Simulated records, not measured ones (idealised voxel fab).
Process module, titled voxel capacitor over wiring
The cross-section shown here is cut; it is 190 nm wide and divided into square cells measuring 5 nm on a side.
Heads up, the way a cross-section reads in here is a grid of square cells, handed over as bands from the top down, with every band being one or more rows of cells. What a band's entry tells you: where the top is and where the bottom is, as heights in nm, and after that what lies inside, material by material from left to right, each with its width in nm. Empty space is written as the word "air", and a single material marked with the word "full width" occupies the band from edge to edge. Basically, 0 is our baseline, since under it the wafer straight out of the box is all one material. The bottom band has no lower end and keeps on going down, so it looks like "z 0 and below". Width: "30 to 40" (first number = top row, second number = bottom row, same change from row to row of cells). Reading "everything unchanged" for a step: not a cell of the cross-section changed in it. The list in "Closed void entries" covers empty spaces of 8 cells or more that cannot reach the top through any open way, and it gives each as width x height at distance; the distance is from the left edge, and width, height and distance are in nm. That trailing text on a step's line, after the settings, is the simulator's own remark on the step. The optional step-line setting "overlay nm" applies to steps with a mask and quantifies how far to the right of its planned location the mask lay, a negative value indicating leftward placement.
**Planned process steps**
1: op RECEIVE | material Si
2: op CONFORMAL_DEP | material SiO2 | thk nm 15
3: op CONFORMAL_DEP | material SiCN | thk nm 5
4: op DIRECTIONAL_DEP | material lowk | thk nm 20
5: op PATTERN | tone open | mask id METAL_1 | material resist | width nm 30 | pitch nm 95 | thk nm 15 | overlay nm 0
6: op DIRECTIONAL_ETCH | etch materials lowk | depth nm 20
7: op DIRECTIONAL_ETCH | etch materials SiCN | depth nm 5
8: op STRIP | etch materials resist
9: op CONFORMAL_DEP | material TiN | thk nm 5
10: op FILL_DEP | material Ru | thk nm 5
11: op CMP | height nm 40
12: op EPI | material Ru | thk nm 5
13: op FILL_DEP | material SiCN | thk nm 5
14: op DIRECTIONAL_DEP | material SiO2 | thk nm 10
15: op PATTERN | tone open | mask id PLUG_1 | material resist | width nm 15 | thk nm 15 | overlay nm 0
16: op DIRECTIONAL_ETCH | etch materials SiO2 | depth nm 10
17: op DIRECTIONAL_ETCH | etch materials SiCN | depth nm 5
18: op STRIP | etch materials resist
19: op EPI | material Ru | thk nm 10
20: op EPI | material Ru | thk nm 5
21: op DIRECTIONAL_DEP | material TiN | thk nm 10
22: op DIRECTIONAL_DEP | material HfO2 | thk nm 5
23: op DIRECTIONAL_DEP | material TiN | thk nm 5
24: op PATTERN | tone cover | mask id UPPER_PLATE | material resist | width nm 70 | thk nm 15 | overlay nm 0
25: op DIRECTIONAL_ETCH | etch materials TiN | depth nm 5
26: op DIRECTIONAL_ETCH | etch materials HfO2 | depth nm 5
27: op STRIP | etch materials resist
28: op MASKED_ETCH | tone cover | mask id LOWER_PLATE | width nm 80 | etch materials TiN | depth nm 10 | overlay nm 0
29: op FILL_DEP | material SiO2 | thk nm 15
30: op CMP | height nm 90
31: op DIRECTIONAL_DEP | material aC | thk nm 15
32: op PATTERN | tone open | mask id PLUG_2 | material resist | width nm 15 | thk nm 35 | overlay nm 0
33: op DIRECTIONAL_ETCH | etch materials aC | depth nm 15
34: op STRIP | etch materials resist
35: op DIRECTIONAL_ETCH | etch materials SiO2 | depth nm 10
36: op STRIP | etch materials aC
37: op CONFORMAL_DEP | material TiN | thk nm 5
38: op FILL_DEP | material Ru | thk nm 5
39: op CMP | height nm 90
40: op CONFORMAL_DEP | material SiCN | thk nm 5
**Delivered wafer in cross-section: state after step 1**
z 0 and below = Si full width
Closed void entries: none
**End-of-module cross-section of the first of two wafers, processed as planned**
z 95 to 90 = SiCN full width
z 90 to 85 = SiO2 55, TiN 5, Ru 5, TiN 5, SiO2 120
z 85 to 75 = SiO2 55 to 45, TiN 15 to 70, SiO2 120 to 75
z 75 to 70 = SiO2 45, HfO2 70, SiO2 75
z 70 to 60 = SiO2 40, TiN 80, SiO2 70
z 60 to 50 = SiO2 45, Ru 15, SiO2 130
z 50 to 45 = SiCN 45, Ru 15, SiCN 130
z 45 to 40 = SiCN 25, Ru 40, SiCN 55, Ru 40, SiCN 30
z 40 to 20 = lowk 30, TiN 5, Ru 20, TiN 5, lowk 65, TiN 5, Ru 20, TiN 5, lowk 35
z 20 to 15 = SiCN 30, TiN 30, SiCN 65, TiN 30, SiCN 35
z 15 to 0 = SiO2 full width
z 0 and below = Si full width
Closed void entries: none
**Wafer two, end of module, cross-section. Same start, same plan as wafer one. One mistake in the run**
z 95 to 90 = SiCN full width
z 90 to 85 = SiO2 55, TiN 5, Ru 5, TiN 5, SiO2 120
z 85 to 75 = SiO2 55 to 50, TiN 15 to 65, SiO2 120 to 75
z 75 to 70 = SiO2 50, HfO2 65, SiO2 75
z 70 to 60 = SiO2 40, TiN 80, SiO2 70
z 60 to 50 = SiO2 45, Ru 15, SiO2 130
z 50 to 45 = SiCN 45, Ru 15, SiCN 130
z 45 to 40 = SiCN 25, Ru 40, SiCN 55, Ru 40, SiCN 30
z 40 to 20 = lowk 30, TiN 5, Ru 20, TiN 5, lowk 65, TiN 5, Ru 20, TiN 5, lowk 35
z 20 to 15 = SiCN 30, TiN 30, SiCN 65, TiN 30, SiCN 35
z 15 to 0 = SiO2 full width
z 0 and below = Si full width
Closed void entries: none
Deviation noted in wafer processing: step 24 deviated from plan and actually ran as op PATTERN | tone cover | mask id UPPER_PLATE | material resist | width nm 65 | thk nm 15 | overlay nm 0
The second wafer ends with more or fewer cells of some materials than the first, per final count: -1 HfO2, +2 SiO2, -1 TiN
